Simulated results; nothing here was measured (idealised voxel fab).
Process module, titled voxel gate over fins
Pictured: cross-section cut, 255 nm wide, on a grid of 5 nm square cells.
Each cross-section below is a grid of square cells, stated as bands in top-down order, with one or more rows of cells making up each band.
The entry gives the band's vertical extent as a top height and a bottom height in nm, then its horizontal make-up as materials from left to right, each with a width in nm. "empty" stands for empty space; a single material marked "edge to edge" fills the band edge to edge.
A quick word on heights: they are counted from 0, and under that level the wafer as it came to us is one material throughout. The lowest band is different from the rest in having no bottom; it simply continues downward, written as in "0 nm and below".
The two numbers in a width such as "30 to 40" mark its ends across the band: the first belongs to the top row of cells, the second to the bottom row, and from each row to the next the width moves by the same amount.
Key: "changes: none" - step with no changed cell in the cross-section.
In "Enclosed void inventory" the enclosed voids are listed, meaning empty spaces of 8 cells or larger without any opening to the top. The form is width x height at distance, distance from the left edge, units nm.
Post-settings text on a step line: simulator's own remark regarding the step.
A step line may carry the setting "overlay nm", which, for steps involving a mask, states the distance by which the mask lay to the right of its intended position; negative values denote displacement to the left.
# So here's the lineup of process steps we planned
1. RECEIVE, material Si
2. CONFORMAL_DEP, material SiN, thk nm 5
3. DIRECTIONAL_DEP, material aC, thk nm 15
4. PATTERN, tone cover, mask id FINS, material resist, width nm 15, pitch nm 35, thk nm 35, overlay nm 0
5. DIRECTIONAL_ETCH, etch materials aC, depth nm 15
6. STRIP, etch materials resist
7. DIRECTIONAL_ETCH, etch materials SiN, depth nm 5
8. DIRECTIONAL_ETCH, etch materials Si, depth nm 30
9. STRIP, etch materials aC
10. FILL_DEP, material SiO2, thk nm 15
11. CMP, height nm 5
12. SELECTIVE_ETCH, etch materials SiO2, depth nm 15
13. STRIP, etch materials SiN
14. CONFORMAL_DEP, material HfO2, thk nm 5
15. CONFORMAL_DEP, material TiN, thk nm 5
16. CONFORMAL_DEP, material TiAl, thk nm 5
17. CONFORMAL_DEP, material TiN, thk nm 5
18. FILL_DEP, material W, thk nm 15
19. CMP, height nm 30
20. CONFORMAL_DEP, material SiN, thk nm 10
# As-received wafer cross-section (after step 1)
    0 nm and below | Si edge to edge
    Enclosed void inventory: none
# Post-module cross-section: identical start and plan to those above, one misstep in execution
    40 nm to 30 nm | TiAl edge to edge
    30 nm to 20 nm | W edge to edge
    20 nm to 15 nm | W=45; TiN=160; W=50
    15 nm to 10 nm | W=45; TiN=5; TiAl=150; TiN=5; W=50
    10 nm to 5 nm | TiN=50; TiAl=5; TiN=140; TiAl=5; TiN=55
    5 nm to 0 nm | TiAl=55; TiN=5; HfO2=25; TiN=10; HfO2=25; TiN=10; HfO2=25; TiN=10; HfO2=25; TiN=5; TiAl=60
    0 nm to -5 nm | TiN=60; HfO2=5; Si=15; HfO2=5; TiN=10; HfO2=5; Si=15; HfO2=5; TiN=10; HfO2=5; Si=15; HfO2=5; TiN=10; HfO2=5; Si=15; HfO2=5; TiN=65
    -5 nm to -10 nm | HfO2=65; Si=15; HfO2=20; Si=15; HfO2=20; Si=15; HfO2=20; Si=15; HfO2=70
    -10 nm to -30 nm | SiO2=65; Si=15; SiO2=20; Si=15; SiO2=20; Si=15; SiO2=20; Si=15; SiO2=70
    -30 nm and below | Si edge to edge
    Enclosed void inventory: none
The mistake made against the process plan was this: off-plan run, step 20, actual operation and settings CONFORMAL_DEP, material TiAl, thk nm 10
